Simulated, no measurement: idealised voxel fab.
Process module heading - voxel air gaps
FYI the section here is cut, 295 nm wide, cells are 5 nm squares.
For the purposes of this document, a cross-section shall be understood as a grid of square cells, specified as bands listed in top-to-bottom order, each band consisting of one or more rows of cells.
Band: top and bottom heights (nm) first, top before bottom; then materials from left to right, widths in nm. "throughout" marks a sole material filling the band edge to edge. "empty" denotes empty space.
For the purposes of this specification, 0 denotes the height below which the wafer in its as-received condition is composed wholly of one material, and the lowermost band, lacking a lower limit, extends downward without end, as expressed in "0 and below".
The two numbers in a width such as "30 to 40" mark its ends across the band: the first belongs to the top row of cells, the second to the bottom row, and from each row to the next the width moves by the same amount.
Key: "changes: none" - step with no changed cell in the cross-section.
Voids not open to the top, 8 cells minimum: see "Enclosed void entries". Written width x height at distance; distance is from the left edge; nm.
Post-settings text on a step line: simulator's own remark regarding the step.
"overlay nm" answers the question of how far to the right of plan the mask lay on a step that has a mask, and when it is negative the answer is to the left.

-- Planned step list for the process
1 RECEIVE with material Si
2 CONFORMAL_DEP with material SiO2, thk nm 15
3 CONFORMAL_DEP with material SiCN, thk nm 5
4 DIRECTIONAL_DEP with material SiO2, thk nm 40
5 PATTERN with tone open, mask id LINES, material resist, width nm 20, pitch nm 45, thk nm 15, overlay nm 0
6 DIRECTIONAL_ETCH with etch materials SiO2, depth nm 40
7 STRIP with etch materials resist
8 CONFORMAL_DEP with material TiN, thk nm 5
9 FILL_DEP with material Ru, thk nm 10
10 CMP with height nm 60
11 EPI with material Ru, thk nm 10
12 SELECTIVE_ETCH with etch materials SiO2, depth nm 50
13 CONFORMAL_DEP with material SiCN, thk nm 5

-- First of two wafers, with the run carried out as planned

-- As-received state of the wafer in cross-section, equivalent to post-step 1
* 0 and below: Si throughout
* Enclosed void entries: none

-- after step 2
* 15 down to 0: SiO2 throughout
* Rest of section, below 0: as before.

-- after step 3
* 20 down to 15: SiCN throughout
* Rest of section, below 15: as before.

-- after step 4
* 60 down to 20: SiO2 throughout
* Rest of section, below 20: as before.

-- after step 5
* 75 down to 60: resist: 70, then empty: 20, then resist: 25, then empty: 20, then resist: 25, then empty: 20, then resist: 25, then empty: 20, then resist: 70
* Rest of section, below 60: as before.

-- after step 6
* 75 down to 60: resist: 70, then empty: 20, then resist: 25, then empty: 20, then resist: 25, then empty: 20, then resist: 25, then empty: 20, then resist: 70
* 60 down to 20: SiO2: 70, then empty: 20, then SiO2: 25, then empty: 20, then SiO2: 25, then empty: 20, then SiO2: 25, then empty: 20, then SiO2: 70
* Rest of section, below 20: as before.

-- after step 7
* 60 down to 20: SiO2: 70, then empty: 20, then SiO2: 25, then empty: 20, then SiO2: 25, then empty: 20, then SiO2: 25, then empty: 20, then SiO2: 70
* Rest of section, below 20: as before.

-- after step 8
* 65 down to 60: TiN: 75, then empty: 10, then TiN: 35, then empty: 10, then TiN: 35, then empty: 10, then TiN: 35, then empty: 10, then TiN: 75
* 60 down to 25: SiO2: 70, then TiN: 5, then empty: 10, then TiN: 5, then SiO2: 25, then TiN: 5, then empty: 10, then TiN: 5, then SiO2: 25, then TiN: 5, then empty: 10, then TiN: 5, then SiO2: 25, then TiN: 5, then empty: 10, then TiN: 5, then SiO2: 70
* 25 down to 20: SiO2: 70, then TiN: 20, then SiO2: 25, then TiN: 20, then SiO2: 25, then TiN: 20, then SiO2: 25, then TiN: 20, then SiO2: 70
* Rest of section, below 20: as before.

-- after step 9
* 75 down to 65: Ru throughout
* 65 down to 60: TiN: 75, then Ru: 10, then TiN: 35, then Ru: 10, then TiN: 35, then Ru: 10, then TiN: 35, then Ru: 10, then TiN: 75
* 60 down to 25: SiO2: 70, then TiN: 5, then Ru: 10, then TiN: 5, then SiO2: 25, then TiN: 5, then Ru: 10, then TiN: 5, then SiO2: 25, then TiN: 5, then Ru: 10, then TiN: 5, then SiO2: 25, then TiN: 5, then Ru: 10, then TiN: 5, then SiO2: 70
* Rest of section, below 25: as before.

-- after step 10
* 60 down to 25: SiO2: 70, then TiN: 5, then Ru: 10, then TiN: 5, then SiO2: 25, then TiN: 5, then Ru: 10, then TiN: 5, then SiO2: 25, then TiN: 5, then Ru: 10, then TiN: 5, then SiO2: 25, then TiN: 5, then Ru: 10, then TiN: 5, then SiO2: 70
* Rest of section, below 25: as before.

-- after step 11
* 70 down to 60: empty: 60, then Ru: 40, then empty: 5, then Ru: 40, then empty: 5, then Ru: 40, then empty: 5, then Ru: 40, then empty: 60
* Rest of section, below 60: as before.

-- after step 12
* 70 down to 60: empty: 60, then Ru: 40, then empty: 5, then Ru: 40, then empty: 5, then Ru: 40, then empty: 5, then Ru: 40, then empty: 60
* 60 down to 25: empty: 70, then TiN: 5, then Ru: 10, then TiN: 5, then empty: 25, then TiN: 5, then Ru: 10, then TiN: 5, then empty: 25, then TiN: 5, then Ru: 10, then TiN: 5, then empty: 25, then TiN: 5, then Ru: 10, then TiN: 5, then empty: 70
* 25 down to 20: empty: 70, then TiN: 20, then empty: 25, then TiN: 20, then empty: 25, then TiN: 20, then empty: 25, then TiN: 20, then empty: 70
* Rest of section, below 20: as before.

-- after step 13
* 75 down to 70: empty: 55, then SiCN: 185, then empty: 55
* 70 down to 60: empty: 55, then SiCN: 5, then Ru: 40, then SiCN: 5, then Ru: 40, then SiCN: 5, then Ru: 40, then SiCN: 5, then Ru: 40, then SiCN: 5, then empty: 55
* 60 down to 55: empty: 55, then SiCN: 15, then TiN: 5, then Ru: 10, then TiN: 5, then SiCN: 25, then TiN: 5, then Ru: 10, then TiN: 5, then SiCN: 25, then TiN: 5, then Ru: 10, then TiN: 5, then SiCN: 25, then TiN: 5, then Ru: 10, then TiN: 5, then SiCN: 15, then empty: 55
* 55 down to 25: empty: 65, then SiCN: 5, then TiN: 5, then Ru: 10, then TiN: 5, then SiCN: 5, then empty: 15, then SiCN: 5, then TiN: 5, then Ru: 10, then TiN: 5, then SiCN: 5, then empty: 15, then SiCN: 5, then TiN: 5, then Ru: 10, then TiN: 5, then SiCN: 5, then empty: 15, then SiCN: 5, then TiN: 5, then Ru: 10, then TiN: 5, then SiCN: 5, then empty: 65
* 25 down to 20: SiCN: 70, then TiN: 20, then SiCN: 25, then TiN: 20, then SiCN: 25, then TiN: 20, then SiCN: 25, then TiN: 20, then SiCN: 70
* Rest of section, below 20: as before.
* Enclosed void entries: 15 x 30 at 95; 15 x 30 at 140; 15 x 30 at 185

-- second wafer: like start, like plan, one mistake. Through step 1 it matches the first wafer

-- What the second wafer looks like in cross-section when step 2 should have wrapped up
* 10 down to 0: SiO2 throughout
* Rest of section, below 0: as before.

-- What the second wafer looks like in cross-section when step 3 should have wrapped up
* 15 down to 10: SiCN throughout
* Rest of section, below 10: as before.

-- What the second wafer looks like in cross-section when step 4 should have wrapped up
* 55 down to 15: SiO2 throughout
* Rest of section, below 15: as before.

-- What the second wafer looks like in cross-section when step 5 should have wrapped up
* 70 down to 55: resist: 70, then empty: 20, then resist: 25, then empty: 20, then resist: 25, then empty: 20, then resist: 25, then empty: 20, then resist: 70
* Rest of section, below 55: as before.

-- What the second wafer looks like in cross-section when step 6 should have wrapped up
* 70 down to 55: resist: 70, then empty: 20, then resist: 25, then empty: 20, then resist: 25, then empty: 20, then resist: 25, then empty: 20, then resist: 70
* 55 down to 15: SiO2: 70, then empty: 20, then SiO2: 25, then empty: 20, then SiO2: 25, then empty: 20, then SiO2: 25, then empty: 20, then SiO2: 70
* Rest of section, below 15: as before.

-- What the second wafer looks like in cross-section when step 7 should have wrapped up
* 55 down to 15: SiO2: 70, then empty: 20, then SiO2: 25, then empty: 20, then SiO2: 25, then empty: 20, then SiO2: 25, then empty: 20, then SiO2: 70
* Rest of section, below 15: as before.

-- What the second wafer looks like in cross-section when step 8 should have wrapped up
* 60 down to 55: TiN: 75, then empty: 10, then TiN: 35, then empty: 10, then TiN: 35, then empty: 10, then TiN: 35, then empty: 10, then TiN: 75
* 55 down to 20: SiO2: 70, then TiN: 5, then empty: 10, then TiN: 5, then SiO2: 25, then TiN: 5, then empty: 10, then TiN: 5, then SiO2: 25, then TiN: 5, then empty: 10, then TiN: 5, then SiO2: 25, then TiN: 5, then empty: 10, then TiN: 5, then SiO2: 70
* 20 down to 15: SiO2: 70, then TiN: 20, then SiO2: 25, then TiN: 20, then SiO2: 25, then TiN: 20, then SiO2: 25, then TiN: 20, then SiO2: 70
* Rest of section, below 15: as before.

-- What the second wafer looks like in cross-section when step 9 should have wrapped up
* 70 down to 60: Ru throughout
* 60 down to 55: TiN: 75, then Ru: 10, then TiN: 35, then Ru: 10, then TiN: 35, then Ru: 10, then TiN: 35, then Ru: 10, then TiN: 75
* 55 down to 20: SiO2: 70, then TiN: 5, then Ru: 10, then TiN: 5, then SiO2: 25, then TiN: 5, then Ru: 10, then TiN: 5, then SiO2: 25, then TiN: 5, then Ru: 10, then TiN: 5, then SiO2: 25, then TiN: 5, then Ru: 10, then TiN: 5, then SiO2: 70
* Rest of section, below 20: as before.

-- What the second wafer looks like in cross-section when step 10 should have wrapped up
* 60 down to 55: TiN: 75, then Ru: 10, then TiN: 35, then Ru: 10, then TiN: 35, then Ru: 10, then TiN: 35, then Ru: 10, then TiN: 75
* Rest of section, below 55: as before.

-- What the second wafer looks like in cross-section when step 11 should have wrapped up
* 70 down to 60: Ru throughout
* Rest of section, below 60: as before.

What the second wafer looks like in cross-section when step 12 should have wrapped up: changes: none

-- What the second wafer looks like in cross-section when step 13 should have wrapped up
* 75 down to 70: SiCN throughout
* Rest of section, below 70: as before.
Error vs. plan: off-plan run, step 2, actual operation and settings CONFORMAL_DEP with material SiO2, thk nm 10
Heads up, by the end the second wafer has more or fewer cells of some materials compared to the first: Ru +62, SiCN -100, SiO2 +285, TiN +51
Note - end result: 3 closed voids (first wafer), 0 closed voids (second wafer).
